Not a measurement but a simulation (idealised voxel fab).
process module | voxel self aligned vias
cross-section cut | 190 nm wide | cells 5 nm
A cross-section is a grid of square cells, given in bands from the top down. A band is one or more rows of cells.
Each band's line starts with the height of the band's top and of its bottom, in nm. Then come its materials from left to right, each with its width in nm. One material with "throughout" fills the band from edge to edge. "air" is empty space.
Height 0 is the level under which the wafer as received is all one material. The lowest band goes on downwards, as in "0 down".
A width such as "30 to 40" changes by the same amount from each row of cells to the next, from the band's top row to its bottom row.
"no change" after a step means that no cell of the cross-section changed.
closed voids: empty space of 8 cells or more with no open way to the top, each as width x height at its distance from the left edge, in nm
after a step's settings: what the simulator itself notes on the step
overlay nm, on a step with a mask: how far to the right of its planned place the mask lay; to the left if negative
plan
1 op RECEIVE | material Si
2 op CONFORMAL_DEP | material SiO2 | thk nm 15
3 op CONFORMAL_DEP | material SiCN | thk nm 5
4 op DIRECTIONAL_DEP | material SiO2 | thk nm 30
5 op PATTERN | tone open | mask id LINES | material resist | width nm 20 | pitch nm 60 | thk nm 20 | overlay nm 0
6 op DIRECTIONAL_ETCH | etch materials SiO2 | depth nm 30
7 op STRIP | etch materials resist
8 op CONFORMAL_DEP | material TiN | thk nm 5
9 op FILL_DEP | material Ru | thk nm 10
10 op CMP | height nm 50
11 op SELECTIVE_ETCH | etch materials W Ru TiN | depth nm 5
12 op FILL_DEP | material SiN | thk nm 10
13 op CMP | height nm 50
14 op DIRECTIONAL_DEP | material SiO2 | thk nm 15
15 op PATTERN | tone open | mask id VIAS | material resist | width nm 40 | thk nm 15 | overlay nm 0
16 op DIRECTIONAL_ETCH | etch materials SiO2 | depth nm 15
17 op DIRECTIONAL_ETCH | etch materials SiN | depth nm 5
18 op STRIP | etch materials resist
19 op CONFORMAL_DEP | material TiN | thk nm 5
20 op FILL_DEP | material Ru | thk nm 5
21 op CMP | height nm 65
22 op CONFORMAL_DEP | material SiN | thk nm 5
as received, after step 1
  0 down: Si throughout
  closed voids: none
a wafer at the end: this start, this plan, one mistake
  70 to 65: SiN throughout
  65 to 55: SiO2 45 | TiN 5 | Ru 30 | TiN 5 | SiO2 105
  55 to 50: SiO2 45 | TiN 15 | Ru 10 | TiN 15 | SiO2 105
  50 to 45: SiO2 55 | TiN 20 | SiO2 40 | SiN 20 | SiO2 55
  45 to 25: SiO2 55 | TiN 5 | Ru 10 | TiN 5 | SiO2 40 | TiN 5 | Ru 10 | TiN 5 | SiO2 55
  25 to 20: SiO2 55 | TiN 20 | SiO2 40 | TiN 20 | SiO2 55
  20 to 5: SiO2 throughout
  5 to 0: SiCN throughout
  0 down: Si throughout
  closed voids: none
what went wrong: steps 2 and 3 were swapped
